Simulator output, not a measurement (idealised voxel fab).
process module | voxel air gaps
cross-section cut | 245 nm wide | cells 5 nm
A cross-section is a grid of square cells, given in bands from the top down. A band is one or more rows of cells.
Each band's line starts with the height of the band's top and of its bottom, in nm. Then come its materials from left to right, each with its width in nm. One material with "throughout" fills the band from edge to edge. "air" is empty space.
Height 0 is the level under which the wafer as received is all one material. The lowest band goes on downwards, as in "0 down".
A width such as "30 to 40" changes by the same amount from each row of cells to the next, from the band's top row to its bottom row.
"no change" after a step means that no cell of the cross-section changed.
closed voids: empty space of 8 cells or more with no open way to the top, each as width x height at its distance from the left edge, in nm
after a step's settings: what the simulator itself notes on the step
overlay nm, on a step with a mask: how far to the right of its planned place the mask lay; to the left if negative
plan
1 op RECEIVE | material Si
2 op CONFORMAL_DEP | material SiO2 | thk nm 10
3 op CONFORMAL_DEP | material SiCN | thk nm 5
4 op DIRECTIONAL_DEP | material SiO2 | thk nm 40
5 op MASKED_ETCH | tone open | mask id LINES | width nm 25 | pitch nm 50 | etch materials SiO2 | depth nm 40 | overlay nm 0
6 op CONFORMAL_DEP | material TiN | thk nm 5
7 op FILL_DEP | material W | thk nm 5
8 op CMP | height nm 55
9 op EPI | material Ru | thk nm 10
10 op SELECTIVE_ETCH | etch materials SiO2 | depth nm 50
11 op CONFORMAL_DEP | material SiCN | thk nm 5
first wafer, as planned
as received, after step 1
  0 down: Si throughout
  closed voids: none
after step 2
  10 to 0: SiO2 throughout
  below 0: unchanged
after step 3
  15 to 10: SiCN throughout
  below 10: unchanged
after step 4
  55 to 15: SiO2 throughout
  below 15: unchanged
after step 5
  55 to 15: SiO2 60 | air 25 | SiO2 25 | air 25 | SiO2 25 | air 25 | SiO2 60
  below 15: unchanged
after step 6
  60 to 55: TiN 65 | air 15 | TiN 35 | air 15 | TiN 35 | air 15 | TiN 65
  55 to 20: SiO2 60 | TiN 5 | air 15 | TiN 5 | SiO2 25 | TiN 5 | air 15 | TiN 5 | SiO2 25 | TiN 5 | air 15 | TiN 5 | SiO2 60
  20 to 15: SiO2 60 | TiN 25 | SiO2 25 | TiN 25 | SiO2 25 | TiN 25 | SiO2 60
  below 15: unchanged
after step 7
  65 to 60: W throughout
  60 to 55: TiN 65 | W 15 | TiN 35 | W 15 | TiN 35 | W 15 | TiN 65
  55 to 20: SiO2 60 | TiN 5 | W 15 | TiN 5 | SiO2 25 | TiN 5 | W 15 | TiN 5 | SiO2 25 | TiN 5 | W 15 | TiN 5 | SiO2 60
  below 20: unchanged
after step 8
  55 to 20: SiO2 60 | TiN 5 | W 15 | TiN 5 | SiO2 25 | TiN 5 | W 15 | TiN 5 | SiO2 25 | TiN 5 | W 15 | TiN 5 | SiO2 60
  below 20: unchanged
after step 9
  65 to 55: air 50 | Ru 45 | air 5 | Ru 45 | air 5 | Ru 45 | air 50
  below 55: unchanged
after step 10
  65 to 55: air 50 | Ru 45 | air 5 | Ru 45 | air 5 | Ru 45 | air 50
  55 to 20: air 60 | TiN 5 | W 15 | TiN 5 | air 25 | TiN 5 | W 15 | TiN 5 | air 25 | TiN 5 | W 15 | TiN 5 | air 60
  20 to 15: air 60 | TiN 25 | air 25 | TiN 25 | air 25 | TiN 25 | air 60
  below 15: unchanged
after step 11
  70 to 65: air 45 | SiCN 155 | air 45
  65 to 55: air 45 | SiCN 5 | Ru 45 | SiCN 5 | Ru 45 | SiCN 5 | Ru 45 | SiCN 5 | air 45
  55 to 50: air 45 | SiCN 15 | TiN 5 | W 15 | TiN 5 | SiCN 25 | TiN 5 | W 15 | TiN 5 | SiCN 25 | TiN 5 | W 15 | TiN 5 | SiCN 15 | air 45
  50 to 20: air 55 | SiCN 5 | TiN 5 | W 15 | TiN 5 | SiCN 5 | air 15 | SiCN 5 | TiN 5 | W 15 | TiN 5 | SiCN 5 | air 15 | SiCN 5 | TiN 5 | W 15 | TiN 5 | SiCN 5 | air 55
  20 to 15: SiCN 60 | TiN 25 | SiCN 25 | TiN 25 | SiCN 25 | TiN 25 | SiCN 60
  below 15: unchanged
  closed voids: 15 x 30 at 90; 15 x 30 at 140
second wafer: like start, like plan, one mistake. Through step 4 it matches the first wafer
when step 5 should have ended
  55 to 15: air 60 | SiO2 25 | air 25 | SiO2 25 | air 25 | SiO2 25 | air 60
  below 15: unchanged
when step 6 should have ended
  60 to 55: air 55 | TiN 35 | air 15 | TiN 35 | air 15 | TiN 35 | air 55
  55 to 20: air 55 | TiN 5 | SiO2 25 | TiN 5 | air 15 | TiN 5 | SiO2 25 | TiN 5 | air 15 | TiN 5 | SiO2 25 | TiN 5 | air 55
  20 to 15: TiN 60 | SiO2 25 | TiN 25 | SiO2 25 | TiN 25 | SiO2 25 | TiN 60
  below 15: unchanged
when step 7 should have ended
  65 to 60: W throughout
  60 to 55: W 55 | TiN 35 | W 15 | TiN 35 | W 15 | TiN 35 | W 55
  55 to 20: W 55 | TiN 5 | SiO2 25 | TiN 5 | W 15 | TiN 5 | SiO2 25 | TiN 5 | W 15 | TiN 5 | SiO2 25 | TiN 5 | W 55
  below 20: unchanged
when step 8 should have ended
  55 to 20: W 55 | TiN 5 | SiO2 25 | TiN 5 | W 15 | TiN 5 | SiO2 25 | TiN 5 | W 15 | TiN 5 | SiO2 25 | TiN 5 | W 55
  below 20: unchanged
when step 9 should have ended
  65 to 55: Ru 70 | air 5 | Ru 45 | air 5 | Ru 45 | air 5 | Ru 70
  below 55: unchanged
when step 10 should have ended
  65 to 55: Ru 70 | air 5 | Ru 45 | air 5 | Ru 45 | air 5 | Ru 70
  55 to 20: W 55 | TiN 5 | air 25 | TiN 5 | W 15 | TiN 5 | air 25 | TiN 5 | W 15 | TiN 5 | air 25 | TiN 5 | W 55
  20 to 15: TiN 60 | air 25 | TiN 25 | air 25 | TiN 25 | air 25 | TiN 60
  below 15: unchanged
when step 11 should have ended
  70 to 65: SiCN throughout
  65 to 55: Ru 70 | SiCN 5 | Ru 45 | SiCN 5 | Ru 45 | SiCN 5 | Ru 70
  55 to 50: W 55 | TiN 5 | SiCN 25 | TiN 5 | W 15 | TiN 5 | SiCN 25 | TiN 5 | W 15 | TiN 5 | SiCN 25 | TiN 5 | W 55
  50 to 20: W 55 | TiN 5 | SiCN 5 | air 15 | SiCN 5 | TiN 5 | W 15 | TiN 5 | SiCN 5 | air 15 | SiCN 5 | TiN 5 | W 15 | TiN 5 | SiCN 5 | air 15 | SiCN 5 | TiN 5 | W 55
  20 to 15: TiN 60 | SiCN 25 | TiN 25 | SiCN 25 | TiN 25 | SiCN 25 | TiN 60
  below 15: unchanged
  closed voids: 15 x 30 at 65; 15 x 30 at 115; 15 x 30 at 165
what went wrong: step 5 ran as: op MASKED_ETCH | tone cover | mask id LINES | width nm 25 | pitch nm 50 | etch materials SiO2 | depth nm 40 | overlay nm 0
at the end the second wafer has, in cells: 38 more of Ru | 4 fewer of SiCN | 19 more of TiN | 133 more of W
closed voids at the end (first wafer, second wafer): 2, 3
